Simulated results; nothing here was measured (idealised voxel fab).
This section sets out a process module, namely voxel fin reveal.
Displayed cross-section: cut, width of 150 nm, square cells sized 5 nm.
A cross-section is a grid of square cells, given in bands from the top down. A band is one or more rows of cells.
The band entry comprises the height of the band's top followed by the height of its bottom, expressed in nm, and subsequently the band's materials from left to right, each stated together with its width in nm. Where a single material is marked with the word "throughout", that material fills the band from edge to edge. The word "air" represents empty space.
It should be noted that heights are counted from 0, beneath which the wafer as supplied is of one material throughout, and that the lowest band possesses no lower boundary but continues downward, as written in "from 0 down".
Graded width ("30->40"): value in top row of band = first number; value in bottom row = second number; row-to-row change constant.
The cross-section has no changed cell in any step marked "no alterations made".
"Enclosed cavities" lists enclosed empty spaces (at least 8 cells, no open path upward to the top), each as width x height at distance from the left edge, in nm.
It should be noted that, on the line of a given step, the content following the step's settings is a remark produced by the simulator itself with respect to that step.
overlay nm: right-of-plan distance of the mask on a masked step; negative values mean left-of-plan.
**Process steps - plan**
step 1: RECEIVE: material Si
step 2: CONFORMAL_DEP: material SiN, thk nm 10
step 3: DIRECTIONAL_DEP: material aC, thk nm 15
step 4: PATTERN: tone cover, mask id FINS, material resist, width nm 15, pitch nm 40, thk nm 30, overlay nm 0
step 5: DIRECTIONAL_ETCH: etch materials aC, depth nm 15
step 6: STRIP: etch materials resist
step 7: DIRECTIONAL_ETCH: etch materials SiN, depth nm 10
step 8: DIRECTIONAL_ETCH: etch materials Si, depth nm 40
step 9: STRIP: etch materials aC
step 10: OXIDIZE: depth nm 5
step 11: FILL_DEP: material SiO2, thk nm 15
step 12: CMP: height nm 10
step 13: SELECTIVE_ETCH: etch materials SiO2, depth nm 35
step 14: STRIP: etch materials SiN
**So, the first of our two wafers, run just as we planned it**
**So this is the incoming wafer in cross-section - it's already been through step 1**
> from 0 down | Si throughout
> Enclosed cavities: none
**Step 2 done - wafer cross-section**
> from 10 to 0 | SiN throughout
> Beneath the level 0, the cross-section is identical to its previous state.
**Step 3 done - wafer cross-section**
> from 25 to 10 | aC throughout
> Beneath the level 10, the cross-section is identical to its previous state.
**Step 4 done - wafer cross-section**
> from 55 to 25 | air: 25  resist: 15  air: 25  resist: 15  air: 25  resist: 15  air: 30
> Beneath the level 25, the cross-section is identical to its previous state.
**Step 5 done - wafer cross-section**
> from 40 to 25 | air: 25  resist: 15  air: 25  resist: 15  air: 25  resist: 15  air: 30
> from 25 to 10 | air: 25  aC: 15  air: 25  aC: 15  air: 25  aC: 15  air: 30
> Beneath the level 10, the cross-section is identical to its previous state.
**Step 6 done - wafer cross-section**
> from 25 to 10 | air: 25  aC: 15  air: 25  aC: 15  air: 25  aC: 15  air: 30
> Beneath the level 10, the cross-section is identical to its previous state.
**Step 7 done - wafer cross-section**
> from 25 to 10 | air: 25  aC: 15  air: 25  aC: 15  air: 25  aC: 15  air: 30
> from 10 to 0 | air: 25  SiN: 15  air: 25  SiN: 15  air: 25  SiN: 15  air: 30
> Beneath the level 0, the cross-section is identical to its previous state.
**Step 8 done - wafer cross-section**
> from 25 to 10 | air: 25  aC: 15  air: 25  aC: 15  air: 25  aC: 15  air: 30
> from 10 to 0 | air: 25  SiN: 15  air: 25  SiN: 15  air: 25  SiN: 15  air: 30
> from 0 to -40 | air: 25  Si: 15  air: 25  Si: 15  air: 25  Si: 15  air: 30
> Beneath the level -40, the cross-section is identical to its previous state.
**Step 9 done - wafer cross-section**
> from 10 to 0 | air: 25  SiN: 15  air: 25  SiN: 15  air: 25  SiN: 15  air: 30
> Beneath the level 0, the cross-section is identical to its previous state.
**Step 10 done - wafer cross-section**
> from 10 to 0 | air: 25  SiN: 15  air: 25  SiN: 15  air: 25  SiN: 15  air: 30
> from 0 to -40 | air: 25  SiO2: 5  Si: 5  SiO2: 5  air: 25  SiO2: 5  Si: 5  SiO2: 5  air: 25  SiO2: 5  Si: 5  SiO2: 5  air: 30
> from -40 to -45 | SiO2: 30  Si: 5  SiO2: 35  Si: 5  SiO2: 35  Si: 5  SiO2: 35
> Beneath the level -45, the cross-section is identical to its previous state.
**Step 11 done - wafer cross-section**
> from 25 to 10 | SiO2 throughout
> from 10 to 0 | SiO2: 25  SiN: 15  SiO2: 25  SiN: 15  SiO2: 25  SiN: 15  SiO2: 30
> from 0 to -45 | SiO2: 30  Si: 5  SiO2: 35  Si: 5  SiO2: 35  Si: 5  SiO2: 35
> Beneath the level -45, the cross-section is identical to its previous state.
**Step 12 done - wafer cross-section**
> from 10 to 0 | SiO2: 25  SiN: 15  SiO2: 25  SiN: 15  SiO2: 25  SiN: 15  SiO2: 30
> Beneath the level 0, the cross-section is identical to its previous state.
**Step 13 done - wafer cross-section**
> from 10 to 0 | air: 25  SiN: 15  air: 25  SiN: 15  air: 25  SiN: 15  air: 30
> from 0 to -25 | air: 30  Si: 5  air: 35  Si: 5  air: 35  Si: 5  air: 35
> Beneath the level -25, the cross-section is identical to its previous state.
**Step 14 done - wafer cross-section**
> from 0 to -25 | air: 30  Si: 5  air: 35  Si: 5  air: 35  Si: 5  air: 35
> Beneath the level -25, the cross-section is identical to its previous state.
**The Second Wafer: Common Origin and Plan, One Mistake in Execution, Identical to the First Through Step 3**
**Second wafer: cross-section at the scheduled end of step 4**
> from 55 to 25 | air: 30  resist: 15  air: 25  resist: 15  air: 25  resist: 15  air: 25
> Beneath the level 25, the cross-section is identical to its previous state.
**Second wafer: cross-section at the scheduled end of step 5**
> from 40 to 25 | air: 30  resist: 15  air: 25  resist: 15  air: 25  resist: 15  air: 25
> from 25 to 10 | air: 30  aC: 15  air: 25  aC: 15  air: 25  aC: 15  air: 25
> Beneath the level 10, the cross-section is identical to its previous state.
**Second wafer: cross-section at the scheduled end of step 6**
> from 25 to 10 | air: 30  aC: 15  air: 25  aC: 15  air: 25  aC: 15  air: 25
> Beneath the level 10, the cross-section is identical to its previous state.
**Second wafer: cross-section at the scheduled end of step 7**
> from 25 to 10 | air: 30  aC: 15  air: 25  aC: 15  air: 25  aC: 15  air: 25
> from 10 to 0 | air: 30  SiN: 15  air: 25  SiN: 15  air: 25  SiN: 15  air: 25
> Beneath the level 0, the cross-section is identical to its previous state.
**Second wafer: cross-section at the scheduled end of step 8**
> from 25 to 10 | air: 30  aC: 15  air: 25  aC: 15  air: 25  aC: 15  air: 25
> from 10 to 0 | air: 30  SiN: 15  air: 25  SiN: 15  air: 25  SiN: 15  air: 25
> from 0 to -40 | air: 30  Si: 15  air: 25  Si: 15  air: 25  Si: 15  air: 25
> Beneath the level -40, the cross-section is identical to its previous state.
**Second wafer: cross-section at the scheduled end of step 9**
> from 10 to 0 | air: 30  SiN: 15  air: 25  SiN: 15  air: 25  SiN: 15  air: 25
> Beneath the level 0, the cross-section is identical to its previous state.
**Second wafer: cross-section at the scheduled end of step 10**
> from 10 to 0 | air: 30  SiN: 15  air: 25  SiN: 15  air: 25  SiN: 15  air: 25
> from 0 to -40 | air: 30  SiO2: 5  Si: 5  SiO2: 5  air: 25  SiO2: 5  Si: 5  SiO2: 5  air: 25  SiO2: 5  Si: 5  SiO2: 5  air: 25
> from -40 to -45 | SiO2: 35  Si: 5  SiO2: 35  Si: 5  SiO2: 35  Si: 5  SiO2: 30
> Beneath the level -45, the cross-section is identical to its previous state.
**Second wafer: cross-section at the scheduled end of step 11**
> from 25 to 10 | SiO2 throughout
> from 10 to 0 | SiO2: 30  SiN: 15  SiO2: 25  SiN: 15  SiO2: 25  SiN: 15  SiO2: 25
> from 0 to -45 | SiO2: 35  Si: 5  SiO2: 35  Si: 5  SiO2: 35  Si: 5  SiO2: 30
> Beneath the level -45, the cross-section is identical to its previous state.
**Second wafer: cross-section at the scheduled end of step 12**
> from 10 to 0 | SiO2: 30  SiN: 15  SiO2: 25  SiN: 15  SiO2: 25  SiN: 15  SiO2: 25
> Beneath the level 0, the cross-section is identical to its previous state.
**Second wafer: cross-section at the scheduled end of step 13**
> from 10 to 0 | air: 30  SiN: 15  air: 25  SiN: 15  air: 25  SiN: 15  air: 25
> from 0 to -25 | air: 35  Si: 5  air: 35  Si: 5  air: 35  Si: 5  air: 30
> Beneath the level -25, the cross-section is identical to its previous state.
**Second wafer: cross-section at the scheduled end of step 14**
> from 0 to -25 | air: 35  Si: 5  air: 35  Si: 5  air: 35  Si: 5  air: 30
> Beneath the level -25, the cross-section is identical to its previous state.
So what did we get wrong on this run? step 4 was processed under conditions differing from the plan, specifically as PATTERN: tone cover, mask id FINS, material resist, width nm 15, pitch nm 40, thk nm 30, overlay nm 5
The two final wafers agree on how many cells each material fills and disagree on which cells those are.
